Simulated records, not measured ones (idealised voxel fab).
voxel released beams: a process module
Section cut is 200 nm wide and gridded with 5 nm square cells.
Cross-section, as written here: a square-cell grid given band by band from the top down, where a band holds one or more rows of cells. Look at the band entry: it leads with the top's height and the bottom's height in nm. Then it lists the materials left to right, with a width in nm for each. The word "everywhere" on a single material says that material fills the band edge to edge. The word "blank" is empty space. Height is counted from the level 0, under which the received wafer is composed throughout of one material. The lowest of the bands is not closed at the bottom but continues downward, in the notation "0 -> down". Width "30->40": first value at the band's top row of cells, second value at its bottom row, equal change from row to row. Where a step carries "nothing was modified", the cross-section came out of it unchanged, cell for cell. Look at "Unvented cavities" for the closed voids: empty spaces with no open path to the top, sized 8 cells or up. Each is width x height at distance, distance from the left edge, all nm. On a step's line, text after the settings is the simulator commenting on that step. The "overlay nm" setting may appear on a step's line; for a step that uses a mask, it gives how far to the right of its planned position the mask lay, and a negative value indicates the left.
Steps planned for the process:
1,RECEIVE | material Si
2,CONFORMAL_DEP | material SiN | thk nm 5
3,DIRECTIONAL_DEP | material SiO2 | thk nm 15
4,DIRECTIONAL_DEP | material aC | thk nm 15
5,PATTERN | tone open | mask id ANCHOR | material resist | width nm 45 | thk nm 30 | overlay nm 0
6,DIRECTIONAL_ETCH | etch materials aC | depth nm 15
7,STRIP | etch materials resist
8,DIRECTIONAL_ETCH | etch materials SiO2 | depth nm 15
9,STRIP | etch materials aC
10,CONFORMAL_DEP | material W | thk nm 15
11,PATTERN | tone cover | mask id BEAM | material resist | width nm 90 | thk nm 20 | overlay nm 0
12,DIRECTIONAL_ETCH | etch materials W | depth nm 15
13,STRIP | etch materials resist
14,STRIP | etch materials SiO2
Cross-section: wafer on arrival = after step 1:
	0 -> down  Si everywhere
	Unvented cavities: none
As-planned run: cross-section of the first of two wafers at end of module:
	35 -> 20  blank 50 nm / W 20 nm / blank 15 nm / W 55 nm / blank 60 nm
	20 -> 5  blank 55 nm / W 45 nm / blank 100 nm
	5 -> 0  SiN everywhere
	0 -> down  Si everywhere
	Unvented cavities: none
So this is wafer number two of the two, cut at the end of the module - it started where the first did and had the same plan, we just got one thing wrong running it:
	50 -> 35  blank 50 nm / W 90 nm / blank 60 nm
	35 -> 20  W everywhere
	20 -> 5  SiO2 55 nm / W 45 nm / SiO2 100 nm
	5 -> 0  SiN everywhere
	0 -> down  Si everywhere
	Unvented cavities: none
What broke from the plan during processing? step 10 of the plan was carried out twice
The final cell counts differ between the wafers, with the second having more or fewer of some materials than the first: SiO2 +93 | W +129
